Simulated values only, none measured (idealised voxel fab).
Herein follows the process module entitled voxel tone inversion.
Displayed cross-section: cut, width of 145 nm, square cells sized 5 nm.
A cross-section in this document is a grid of square cells, and it is written down as bands, the top band listed before the ones below it; a band is made up of one or more rows of cells.
Read a band's entry like this: the first values are the height of its top and the height of its bottom in nm, and what follows is the sequence of materials from left to right, each with its width in nm. Note that "blank" is empty space, and that a single material marked "throughout" reaches across the band from edge to edge.
Measure heights from 0. That's the level where, below it, the as-received wafer is all one material. The lowest band is bottomless and extends downward; write it as in "0 and below".
Read "30 to 40" as a graded width: first number on top, second number at the bottom, same change between each pair of neighbouring rows.
"identical to before" -> step changed no cross-section cell.
"Entrapped void list" lists enclosed empty spaces (at least 8 cells, no open path upward to the top), each as width x height at distance from the left edge, in nm.
Anything after a step's settings on that line? It's the simulator's own note about the step.
Among the settings permitted on a step's line is "overlay nm"; applied to a step with a mask, it specifies the extent to which the mask lay to the right of its planned position, whereas a negative figure signifies a position to the left.
## Planned step list for the process
1 op RECEIVE | material Si
2 op CONFORMAL_DEP | material SiCN | thk nm 10
3 op DIRECTIONAL_DEP | material aC | thk nm 25
4 op PATTERN | tone cover | mask id POSTS | material resist | width nm 25 | pitch nm 40 | thk nm 30 | overlay nm 0
5 op DIRECTIONAL_ETCH | etch materials aC | depth nm 25
6 op STRIP | etch materials resist
7 op FILL_DEP | material SiO2 | thk nm 5
8 op CMP | height nm 35
9 op STRIP | etch materials aC
10 op CONFORMAL_DEP | material TiN | thk nm 5
11 op FILL_DEP | material Ru | thk nm 5
12 op CMP | height nm 35
13 op CONFORMAL_DEP | material SiCN | thk nm 5
## Wafer, first of two, run as planned
## Cross-section of the wafer at receipt, which is the condition after step 1
  0 and below = Si throughout
  Entrapped void list: none
## Sectional view: wafer, after step 2
  10 down to 0 = SiCN throughout
  Under 0: no change, same as before.
## Sectional view: wafer, after step 3
  35 down to 10 = aC throughout
  Under 10: no change, same as before.
## Sectional view: wafer, after step 4
  65 down to 35 = 40 blank | 25 resist | 15 blank | 25 resist | 40 blank
  Under 35: no change, same as before.
## Sectional view: wafer, after step 5
  40 down to 35 = 40 blank | 25 resist | 15 blank | 25 resist | 40 blank
  35 down to 10 = 40 blank | 25 aC | 15 blank | 25 aC | 40 blank
  Under 10: no change, same as before.
## Sectional view: wafer, after step 6
  35 down to 10 = 40 blank | 25 aC | 15 blank | 25 aC | 40 blank
  Under 10: no change, same as before.
## Sectional view: wafer, after step 7
  40 down to 35 = SiO2 throughout
  35 down to 10 = 40 SiO2 | 25 aC | 15 SiO2 | 25 aC | 40 SiO2
  Under 10: no change, same as before.
## Sectional view: wafer, after step 8
  35 down to 10 = 40 SiO2 | 25 aC | 15 SiO2 | 25 aC | 40 SiO2
  Under 10: no change, same as before.
## Sectional view: wafer, after step 9
  35 down to 10 = 40 SiO2 | 25 blank | 15 SiO2 | 25 blank | 40 SiO2
  Under 10: no change, same as before.
## Sectional view: wafer, after step 10
  40 down to 35 = 45 TiN | 15 blank | 25 TiN | 15 blank | 45 TiN
  35 down to 15 = 40 SiO2 | 5 TiN | 15 blank | 5 TiN | 15 SiO2 | 5 TiN | 15 blank | 5 TiN | 40 SiO2
  15 down to 10 = 40 SiO2 | 25 TiN | 15 SiO2 | 25 TiN | 40 SiO2
  Under 10: no change, same as before.
## Sectional view: wafer, after step 11
  45 down to 40 = Ru throughout
  40 down to 35 = 45 TiN | 15 Ru | 25 TiN | 15 Ru | 45 TiN
  35 down to 15 = 40 SiO2 | 5 TiN | 15 Ru | 5 TiN | 15 SiO2 | 5 TiN | 15 Ru | 5 TiN | 40 SiO2
  Under 15: no change, same as before.
## Sectional view: wafer, after step 12
  35 down to 15 = 40 SiO2 | 5 TiN | 15 Ru | 5 TiN | 15 SiO2 | 5 TiN | 15 Ru | 5 TiN | 40 SiO2
  Under 15: no change, same as before.
## Sectional view: wafer, after step 13
  40 down to 35 = SiCN throughout
  Under 35: no change, same as before.
## Wafer two: like wafer one in start and plan, but with one mistake in execution; identical up to and including step 3
## The second wafer cut through, at the time step 4 was supposed to be finished
  65 down to 35 = 45 blank | 15 resist | 25 blank | 15 resist | 45 blank
  Under 35: no change, same as before.
## The second wafer cut through, at the time step 5 was supposed to be finished
  40 down to 35 = 45 blank | 15 resist | 25 blank | 15 resist | 45 blank
  35 down to 10 = 45 blank | 15 aC | 25 blank | 15 aC | 45 blank
  Under 10: no change, same as before.
## The second wafer cut through, at the time step 6 was supposed to be finished
  35 down to 10 = 45 blank | 15 aC | 25 blank | 15 aC | 45 blank
  Under 10: no change, same as before.
## The second wafer cut through, at the time step 7 was supposed to be finished
  40 down to 35 = SiO2 throughout
  35 down to 10 = 45 SiO2 | 15 aC | 25 SiO2 | 15 aC | 45 SiO2
  Under 10: no change, same as before.
## The second wafer cut through, at the time step 8 was supposed to be finished
  35 down to 10 = 45 SiO2 | 15 aC | 25 SiO2 | 15 aC | 45 SiO2
  Under 10: no change, same as before.
## The second wafer cut through, at the time step 9 was supposed to be finished
  35 down to 10 = 45 SiO2 | 15 blank | 25 SiO2 | 15 blank | 45 SiO2
  Under 10: no change, same as before.
## The second wafer cut through, at the time step 10 was supposed to be finished
  40 down to 35 = 50 TiN | 5 blank | 35 TiN | 5 blank | 50 TiN
  35 down to 15 = 45 SiO2 | 5 TiN | 5 blank | 5 TiN | 25 SiO2 | 5 TiN | 5 blank | 5 TiN | 45 SiO2
  15 down to 10 = 45 SiO2 | 15 TiN | 25 SiO2 | 15 TiN | 45 SiO2
  Under 10: no change, same as before.
## The second wafer cut through, at the time step 11 was supposed to be finished
  45 down to 40 = Ru throughout
  40 down to 35 = 50 TiN | 5 Ru | 35 TiN | 5 Ru | 50 TiN
  35 down to 15 = 45 SiO2 | 5 TiN | 5 Ru | 5 TiN | 25 SiO2 | 5 TiN | 5 Ru | 5 TiN | 45 SiO2
  Under 15: no change, same as before.
## The second wafer cut through, at the time step 12 was supposed to be finished
  35 down to 15 = 45 SiO2 | 5 TiN | 5 Ru | 5 TiN | 25 SiO2 | 5 TiN | 5 Ru | 5 TiN | 45 SiO2
  Under 15: no change, same as before.
## The second wafer cut through, at the time step 13 was supposed to be finished
  40 down to 35 = SiCN throughout
  Under 35: no change, same as before.
what went wrong: for step 4, the planned setting was not used; the step was instead run as op PATTERN | tone cover | mask id POSTS | material resist | width nm 15 | pitch nm 40 | thk nm 30 | overlay nm 0
Once processing is complete, comparing cell counts shows that the second wafer has more or fewer of certain materials than the first: Ru -16 | SiO2 +20 | TiN -4
